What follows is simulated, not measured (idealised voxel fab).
The following process module bears the name voxel released beams.
The width of the displayed cross-section, cut, is 280 nm; its cells are square, with a size of 5 nm.
Cross-section = grid of square cells, listed top down in bands; band = one or more rows.
A band entry consists of two parts. The first gives the height of the band's top and the height of its bottom, in nm. The rest lists the band's materials from left to right, each with its width in nm. A single material labelled with the word "all across" fills the band from edge to edge, and the word "air" marks empty space.
Basically, 0 is our baseline, since under it the wafer straight out of the box is all one material. The bottom band has no lower end and keeps on going down, so it looks like "0 and below".
You'd read "30..40" like this: the band's top row of cells is as wide as the first number, its bottom row is as wide as the second, and going down, every row changes width by the same amount as the row before did.
Any step labelled "no alteration" changed none of the cells in the cross-section.
If an empty space has no open way to the top and is at least 8 cells in size, "Cavities, sealed" lists it, written width x height at distance, where distance is measured from the left edge and every value is in nm.
That trailing text on a step's line, after the settings, is the simulator's own remark on the step.
Each step line may optionally specify "overlay nm", which for a step with a mask gives the rightward distance between the mask's planned place and where it lay, a negative value indicating the leftward direction.
[Intended process steps]
1: RECEIVE | material Si
2: CONFORMAL_DEP | material SiN | thk nm 5
3: DIRECTIONAL_DEP | material SiO2 | thk nm 20
4: PATTERN | tone open | mask id ANCHOR | material resist | width nm 20 | thk nm 15 | overlay nm 0
5: DIRECTIONAL_ETCH | etch materials SiO2 | depth nm 20
6: STRIP | etch materials resist
7: CONFORMAL_DEP | material TiN | thk nm 10
8: DIRECTIONAL_DEP | material aC | thk nm 10
9: PATTERN | tone cover | mask id BEAM | material resist | width nm 105 | thk nm 30 | overlay nm 0
10: DIRECTIONAL_ETCH | etch materials aC | depth nm 10
11: STRIP | etch materials resist
12: DIRECTIONAL_ETCH | etch materials TiN | depth nm 10
13: STRIP | etch materials aC
14: STRIP | etch materials SiO2
The wafers in this document start out alike and differ in the width nm applied at step 4; the plan shows the value used for the first wafer.
[The first of several wafers in cross-section, exactly as it reached us after step 1]
- 0 and below | Si all across
- Cavities, sealed: none
[Cross-section, first of several wafers, end of module, after last step 14]
- 35 down to 25 | 85 air, 105 TiN, 90 air
- 25 down to 5 | 95 air, 20 TiN, 165 air
- 5 down to 0 | SiN all across
- 0 and below | Si all across
- Cavities, sealed: none
[Showing the last wafer in cross-section at the end of the module]
- 35 down to 25 | 85 air, 10 TiN, 25 air, 70 TiN, 90 air
- 25 down to 15 | 85 air, 10 TiN, 25 air, 10 TiN, 150 air
- 15 down to 5 | 85 air, 45 TiN, 150 air
- 5 down to 0 | SiN all across
- 0 and below | Si all across
- Cavities, sealed: none
[Each row below is a wafer at the end of the module, listing for every material the number of cells it has gained (+) or lost (-) since it was received, followed by its closed voids]
width nm 20, +56 SiN, +58 TiN, Cavities, sealed: none
width nm 25, +56 SiN, +58 TiN, Cavities, sealed: none
width nm 30, +56 SiN, +58 TiN, Cavities, sealed: none
width nm 35, +56 SiN, +58 TiN, Cavities, sealed: none
width nm 40, +56 SiN, +58 TiN, Cavities, sealed: none
width nm 45, +56 SiN, +58 TiN, Cavities, sealed: none
